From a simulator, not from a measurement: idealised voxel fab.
The process module that follows is named voxel capacitor over wiring.
Square cell edge 5 nm, section width 200 nm, ID cut.
In this document a cross-section is written as a grid of square cells. It is given as a series of bands, listed from the top down, and a band is one or more rows of cells. It is stipulated that each band's entry specify, in nanometres, the height of the top of the band and then that of its bottom, followed by the materials of the band in left-to-right sequence, each together with its width in nanometres. A single material marked by the word "all across" is understood to fill the band from edge to edge; the word "empty" is understood to denote empty space. Height reference: 0 = level under which incoming wafer is all one material. Lowest band: no bottom, runs on downward, e.g. "from 0 down". So if you see something like "30 to 40" for the width, read it as the top row of the band sitting at the first number and the bottom row at the second, with every row in between moving by the same amount as the last. "remained the same" -> step changed no cross-section cell. The entry titled "Cavities, sealed" provides the empty spaces that have no open way to the top, restricted to those of 8 cells or more. Each is presented as width x height at distance, the distance being measured from the left edge, with all three in nm. Step line, after settings: the simulator's comment on this step. You can add "overlay nm" to a step's line. For a step with a mask, it describes how far the mask lay to the right of its planned position, and a negative number describes a lay to the left.
Process steps - plan:
- 1: RECEIVE | material Si
- 2: CONFORMAL_DEP | material SiO2 | thk nm 15
- 3: DIRECTIONAL_DEP | material TiN | thk nm 5
- 4: DIRECTIONAL_DEP | material Ru | thk nm 20
- 5: MASKED_ETCH | tone cover | mask id METAL_1 | width nm 20 | pitch nm 90 | etch materials Ru | depth nm 20 | overlay nm 0
- 6: MASKED_ETCH | tone cover | mask id METAL_1 | width nm 20 | pitch nm 90 | etch materials TiN | depth nm 5 | overlay nm 0
- 7: FILL_DEP | material SiO2 | thk nm 10
- 8: CMP | height nm 40
- 9: CONFORMAL_DEP | material SiCN | thk nm 5
- 10: DIRECTIONAL_DEP | material lowk | thk nm 15
- 11: MASKED_ETCH | tone open | mask id PLUG_1 | width nm 15 | etch materials lowk | depth nm 15 | overlay nm 0
- 12: MASKED_ETCH | tone open | mask id PLUG_1 | width nm 15 | etch materials SiCN | depth nm 5 | overlay nm 0
- 13: EPI | material Ru | thk nm 10
- 14: EPI | material Ru | thk nm 10
- 15: DIRECTIONAL_DEP | material TiN | thk nm 10
- 16: DIRECTIONAL_DEP | material SiN | thk nm 5
- 17: DIRECTIONAL_DEP | material TiN | thk nm 10
- 18: DIRECTIONAL_DEP | material aC | thk nm 15
- 19: PATTERN | tone cover | mask id UPPER_PLATE | material resist | width nm 75 | thk nm 30 | overlay nm 0
- 20: DIRECTIONAL_ETCH | etch materials aC | depth nm 15
- 21: STRIP | etch materials resist
- 22: DIRECTIONAL_ETCH | etch materials TiN | depth nm 10
- 23: DIRECTIONAL_ETCH | etch materials SiN | depth nm 5
- 24: STRIP | etch materials aC
- 25: MASKED_ETCH | tone cover | mask id LOWER_PLATE | width nm 85 | etch materials TiN | depth nm 10 | overlay nm 0
- 26: FILL_DEP | material SiO2 | thk nm 20
- 27: CMP | height nm 100
- 28: PATTERN | tone open | mask id PLUG_2 | material resist | width nm 15 | thk nm 15 | overlay nm 0
- 29: DIRECTIONAL_ETCH | etch materials SiO2 | depth nm 15
- 30: STRIP | etch materials resist
- 31: CONFORMAL_DEP | material TiN | thk nm 5
- 32: FILL_DEP | material W | thk nm 10
- 33: CMP | height nm 100
- 34: CONFORMAL_DEP | material SiCN | thk nm 5
Incoming wafer in cross-section (state: after step 1):
* from 0 down | Si all across
* Cavities, sealed: none
Cross-sectional image of the first of two wafers at the end of the module, the run having proceeded as planned:
* from 105 to 100 | SiCN all across
* from 100 to 90 | SiO2 60 nm  TiN 5 nm  W 5 nm  TiN 5 nm  SiO2 125 nm
* from 90 to 85 | SiO2 60 nm  TiN 15 nm  SiO2 125 nm
* from 85 to 75 | SiO2 50 nm  TiN 75 nm  SiO2 75 nm
* from 75 to 70 | SiO2 50 nm  SiN 75 nm  SiO2 75 nm
* from 70 to 60 | SiO2 45 nm  TiN 85 nm  SiO2 70 nm
* from 60 to 45 | lowk 50 nm  Ru 15 nm  lowk 135 nm
* from 45 to 40 | SiCN 50 nm  Ru 15 nm  SiCN 135 nm
* from 40 to 20 | SiO2 45 nm  Ru 20 nm  SiO2 70 nm  Ru 20 nm  SiO2 45 nm
* from 20 to 15 | SiO2 45 nm  TiN 20 nm  SiO2 70 nm  TiN 20 nm  SiO2 45 nm
* from 15 to 0 | SiO2 all across
* from 0 down | Si all across
* Cavities, sealed: none
Cross-section of the latter of the two wafers at module completion. It had an identical start and an identical plan to the former; in running it, one mistake was made:
* from 105 to 100 | SiCN all across
* from 100 to 95 | SiO2 60 nm  TiN 15 nm  SiO2 125 nm
* from 95 to 85 | SiO2 50 nm  TiN 75 nm  SiO2 75 nm
* from 85 to 80 | SiO2 50 nm  SiN 75 nm  SiO2 75 nm
* from 80 to 70 | Ru all across
* from 70 to 60 | TiN 50 nm  Ru 15 nm  TiN 135 nm
* from 60 to 50 | lowk 50 nm  TiN 15 nm  lowk 135 nm
* from 50 to 45 | lowk 50 nm  Ru 15 nm  lowk 135 nm
* from 45 to 40 | SiCN 50 nm  Ru 15 nm  SiCN 135 nm
* from 40 to 20 | SiO2 45 nm  Ru 20 nm  SiO2 70 nm  Ru 20 nm  SiO2 45 nm
* from 20 to 15 | SiO2 45 nm  TiN 20 nm  SiO2 70 nm  TiN 20 nm  SiO2 45 nm
* from 15 to 0 | SiO2 all across
* from 0 down | Si all across
* Cavities, sealed: none
Short version of what went wrong: sequence error: steps 14 and 15 interchanged
Final tally in cells, some materials are higher or lower on the second wafer than on the first: Ru: 80 more, SiO2: 120 fewer, TiN: 42 more, W: 2 fewer
